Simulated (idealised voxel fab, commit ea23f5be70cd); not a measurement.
process module | voxel gate over fins
cross-section cut | 270 nm wide | cells 5 nm
A cross-section is a grid of square cells, given in bands from the top down. A band is one or more rows of cells.
Each band's line starts with the height of the band's top and of its bottom, in nm. Then come its materials from left to right, each with its width in nm. One material with "throughout" fills the band from edge to edge. "air" is empty space.
Height 0 is the level under which the wafer as received is all one material. The lowest band goes on downwards, as in "0 down".
A width such as "30 to 40" changes by the same amount from each row of cells to the next, from the band's top row to its bottom row.
"no change" after a step means that no cell of the cross-section changed.
closed voids: empty space of 8 cells or more with no open way to the top, each as width x height at its distance from the left edge, in nm
after a step's settings: what the simulator itself notes on the step
overlay nm, on a step with a mask: how far to the right of its planned place the mask lay; to the left if negative
plan
1 op RECEIVE | material Si
2 op CONFORMAL_DEP | material SiN | thk nm 10
3 op PATTERN | tone cover | mask id FINS | material resist | width nm 15 | pitch nm 40 | thk nm 20 | overlay nm 0
4 op DIRECTIONAL_ETCH | etch materials SiN | depth nm 10
5 op DIRECTIONAL_ETCH | etch materials Si | depth nm 35
6 op STRIP | etch materials resist
7 op FILL_DEP | material SiO2 | thk nm 15
8 op CMP | height nm 10
9 op SELECTIVE_ETCH | etch materials SiO2 | depth nm 20
10 op STRIP | etch materials SiN
11 op CONFORMAL_DEP | material HfO2 | thk nm 5
12 op CONFORMAL_DEP | material TiN | thk nm 5
13 op CONFORMAL_DEP | material TiAl | thk nm 5
14 op CONFORMAL_DEP | material TiN | thk nm 5
15 op FILL_DEP | material W | thk nm 10
16 op CMP | height nm 25
17 op CONFORMAL_DEP | material SiCN | thk nm 10
as received, after step 1
  0 down: Si throughout
  closed voids: none
a wafer at the end: this start, this plan, one mistake
  35 to 25: SiCN throughout
  25 to 20: W throughout
  20 to 15: W 65 | TiN 135 | W 70
  15 to 10: W 65 | TiN 5 | TiAl 125 | TiN 5 | W 70
  10 to 5: TiN 70 | TiAl 5 | TiN 35 | TiAl 5 | TiN 35 | TiAl 5 | TiN 35 | TiAl 5 | TiN 75
  5 to 0: TiAl 75 | TiN 5 | HfO2 25 | TiN 5 | TiAl 5 | TiN 5 | HfO2 25 | TiN 5 | TiAl 5 | TiN 5 | HfO2 25 | TiN 5 | TiAl 80
  0 to -5: TiN 80 | HfO2 5 | Si 15 | HfO2 5 | TiN 5 | TiAl 5 | TiN 5 | HfO2 5 | Si 15 | HfO2 5 | TiN 5 | TiAl 5 | TiN 5 | HfO2 5 | Si 15 | HfO2 5 | TiN 85
  -5 to -10: HfO2 70 | TiN 10 | HfO2 5 | Si 15 | HfO2 5 | TiN 5 | TiAl 5 | TiN 5 | HfO2 5 | Si 15 | HfO2 5 | TiN 5 | TiAl 5 | TiN 5 | HfO2 5 | Si 15 | HfO2 5 | TiN 10 | HfO2 75
  -10 to -15: SiO2 65 | HfO2 5 | TiN 10 | HfO2 5 | Si 15 | HfO2 5 | TiN 15 | HfO2 5 | Si 15 | HfO2 5 | TiN 15 | HfO2 5 | Si 15 | HfO2 5 | TiN 10 | HfO2 5 | SiO2 70
  -15 to -20: SiO2 65 | HfO2 20 | Si 15 | HfO2 25 | Si 15 | HfO2 25 | Si 15 | HfO2 20 | SiO2 70
  -20 to -35: SiO2 85 | Si 15 | SiO2 25 | Si 15 | SiO2 25 | Si 15 | SiO2 90
  -35 down: Si throughout
  closed voids: none
what went wrong: steps 9 and 10 were swapped
